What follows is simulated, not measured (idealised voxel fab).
Presented below is a process module, voxel gate over fins.
300 nm wide, 5 nm square cells: that's cross-section cut.
If you're reading a cross-section in this doc, picture square cells in a grid; it comes to you as bands, top ones listed first down to the bottom, and a band can be one or more rows of cells.
A band entry consists of two parts. The first gives the height of the band's top and the height of its bottom, in nm. The rest lists the band's materials from left to right, each with its width in nm. A single material labelled with the word "throughout" fills the band from edge to edge, and the word "air" marks empty space.
Below 0: as-received wafer, all one material; heights counted from there. Lowest band: no bottom, goes on down, written "top 0, no bottom".
With a width like "30 to 40", each row of cells in the band differs from the next by the same amount, the top row carrying the first number and the bottom row the second.
"no change" (step): cross-section cells unchanged, all of them.
"Fully closed voids" - sealed voids, min. 8 cells, no opening to top; format: width x height at distance (distance from left edge; nm throughout).
What comes after the settings on a step's line is commentary from the simulator itself on that step.
Regarding "overlay nm": on a step with a mask, it is the distance the mask lay to the right of its planned place; a negative value places it to the left.

List of planned process steps
1,RECEIVE [material Si]
2,CONFORMAL_DEP [material SiN] [thk nm 10]
3,PATTERN [tone cover] [mask id FINS] [material resist] [width nm 15] [pitch nm 40] [thk nm 15] [overlay nm 0]
4,DIRECTIONAL_ETCH [etch materials SiN] [depth nm 10]
5,DIRECTIONAL_ETCH [etch materials Si] [depth nm 35]
6,STRIP [etch materials resist]
7,FILL_DEP [material SiO2] [thk nm 15]
8,CMP [height nm 10]
9,SELECTIVE_ETCH [etch materials SiO2] [depth nm 25]
10,STRIP [etch materials SiN]
11,CONFORMAL_DEP [material HfO2] [thk nm 5]
12,CONFORMAL_DEP [material TiN] [thk nm 5]
13,FILL_DEP [material W] [thk nm 15]
14,CMP [height nm 20]
15,CONFORMAL_DEP [material SiN] [thk nm 5]

Cross-section of the wafer as it came to us, i.e., already through step 1
top 0, no bottom: Si throughout
Fully closed voids: none

The following cross-section depicts the wafer upon conclusion of the module. Processing commenced from the starting condition illustrated above and adhered to the plan illustrated above, save for one mistake in execution
top 25, bottom 20: SiN throughout
top 20, bottom 10: W throughout
top 10, bottom 5: TiN throughout
top 5, bottom 0: HfO2: 125, then TiN: 5, then HfO2: 35, then TiN: 5, then HfO2: 130
top 0, bottom -10: Si: 120, then HfO2: 5, then TiN: 5, then HfO2: 5, then Si: 25, then HfO2: 5, then TiN: 5, then HfO2: 5, then Si: 125
top -10, bottom -15: Si: 120, then HfO2: 15, then Si: 25, then HfO2: 15, then Si: 125
top -15, bottom -35: Si: 120, then SiO2: 15, then Si: 25, then SiO2: 15, then Si: 125
top -35, no bottom: Si throughout
Fully closed voids: none
Short version of what went wrong: planned and actual differ for step 3; actual: PATTERN [tone open] [mask id FINS] [material resist] [width nm 15] [pitch nm 40] [thk nm 15] [overlay nm 0]
